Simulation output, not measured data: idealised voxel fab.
The document below concerns the process module designated voxel ribs on slabs.
The width of the displayed cross-section, cut, is 140 nm; its cells are square, with a size of 5 nm.
If you're reading a cross-section in this doc, picture square cells in a grid; it comes to you as bands, top ones listed first down to the bottom, and a band can be one or more rows of cells.
In this notation a band is specified by the heights of its top and bottom, in that order and in nm, after which its materials appear from left to right, each paired with its width in nm. The word "throughout" attached to a single material means that material fills the band from edge to edge; the word "empty" stands for empty space.
All heights in this document are referenced to 0, defined as the level beneath which the wafer, as received, consists entirely of one material. The lowest band is not bounded below; it extends indefinitely downward and is written in the form "top 0, no bottom".
Width "30..40": first value at the band's top row of cells, second value at its bottom row, equal change from row to row.
Reading "all unchanged" for a step: not a cell of the cross-section changed in it.
You'll see "Closed cavity list" listing empty spaces that have no way open to the top, as long as they're 8 cells or more; the notation is width x height at distance, where the distance is from the left edge, and all of it is in nm.
Text after the settings on a step's line: the simulator's own remark on that step.
overlay nm: how far to the right of its planned place the mask lay on this masked step (negative: to the left).
## Listed below are the process steps as planned
1: RECEIVE [material Si]
2: DIRECTIONAL_DEP [material SiO2] [thk nm 20]
3: DIRECTIONAL_DEP [material polySi] [thk nm 25]
4: PATTERN [tone cover] [mask id RIB] [material resist] [width nm 30] [thk nm 15] [overlay nm 0]
5: DIRECTIONAL_ETCH [etch materials polySi] [depth nm 10]
6: STRIP [etch materials resist]
7: DIRECTIONAL_DEP [material aC] [thk nm 15]
8: PATTERN [tone cover] [mask id SLAB] [material resist] [width nm 90] [thk nm 30] [overlay nm 0]
9: DIRECTIONAL_ETCH [etch materials aC] [depth nm 15]
10: STRIP [etch materials resist]
11: DIRECTIONAL_ETCH [etch materials polySi] [depth nm 15]
12: STRIP [etch materials aC]
13: FILL_DEP [material SiO2] [thk nm 25]
14: CMP [height nm 60]
15: DIRECTIONAL_DEP [material W] [thk nm 10]
16: MASKED_ETCH [tone cover] [mask id HEATER] [width nm 40] [etch materials W] [depth nm 10] [overlay nm 0]
17: CONFORMAL_DEP [material SiN] [thk nm 10]
## Cross-section of the wafer at receipt, which is the condition after step 1
  top 0, no bottom | Si throughout
  Closed cavity list: none
## Cross-sectional image of the first of two wafers at the end of the module, the run having proceeded as planned
  top 80, bottom 70 | 40 empty / 60 SiN / 40 empty
  top 70, bottom 60 | 50 SiN / 40 W / 50 SiN
  top 60, bottom 45 | SiO2 throughout
  top 45, bottom 35 | 55 SiO2 / 30 polySi / 55 SiO2
  top 35, bottom 20 | 25 SiO2 / 90 polySi / 25 SiO2
  top 20, bottom 0 | SiO2 throughout
  top 0, no bottom | Si throughout
  Closed cavity list: none
## Second wafer of the two, sectioned at the end of the module. It began like the first and followed the same plan, but one mistake was made while running it
  top 80, bottom 70 | 40 empty / 60 SiN / 40 empty
  top 70, bottom 60 | 50 SiN / 40 W / 50 SiN
  top 60, bottom 35 | SiO2 throughout
  top 35, bottom 30 | 25 SiO2 / 30 polySi / 30 SiO2 / 30 polySi / 25 SiO2
  top 30, bottom 20 | 25 SiO2 / 90 polySi / 25 SiO2
  top 20, bottom 0 | SiO2 throughout
  top 0, no bottom | Si throughout
  Closed cavity list: none
what went wrong: the intended sequence of steps 6 and 7 was reversed during processing, with each occupying the position of the other
The closing comparison, in cells, has the second wafer with more or fewer of some materials than the first: 18 more of SiO2, 18 fewer of polySi
